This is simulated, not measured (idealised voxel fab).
process module | voxel fin reveal
cross-section cut | 240 nm wide | cells 5 nm
A cross-section is a grid of square cells, given in bands from the top down. A band is one or more rows of cells.
Each band's line starts with the height of the band's top and of its bottom, in nm. Then come its materials from left to right, each with its width in nm. One material with "throughout" fills the band from edge to edge. "air" is empty space.
Height 0 is the level under which the wafer as received is all one material. The lowest band goes on downwards, as in "0 down".
A width such as "30 to 40" changes by the same amount from each row of cells to the next, from the band's top row to its bottom row.
"no change" after a step means that no cell of the cross-section changed.
closed voids: empty space of 8 cells or more with no open way to the top, each as width x height at its distance from the left edge, in nm
after a step's settings: what the simulator itself notes on the step
overlay nm, on a step with a mask: how far to the right of its planned place the mask lay; to the left if negative
plan
1 op RECEIVE | material Si
2 op CONFORMAL_DEP | material SiN | thk nm 5
3 op PATTERN | tone cover | mask id FINS | material resist | width nm 15 | pitch nm 35 | thk nm 15 | overlay nm 0
4 op DIRECTIONAL_ETCH | etch materials SiN | depth nm 5
5 op DIRECTIONAL_ETCH | etch materials Si | depth nm 35
6 op STRIP | etch materials resist
7 op FILL_DEP | material SiO2 | thk nm 15
8 op CMP | height nm 5
9 op SELECTIVE_ETCH | etch materials SiO2 | depth nm 15
10 op STRIP | etch materials SiN
as received, after step 1
  0 down: Si throughout
  closed voids: none
a wafer at the end: this start, this plan, one mistake
  0 to -35: air 60 | Si 15 | air 20 | Si 15 | air 20 | Si 15 | air 20 | Si 15 | air 60
  -35 down: Si throughout
  closed voids: none
what went wrong: step 7 ran as: op FILL_DEP | material SiN | thk nm 15
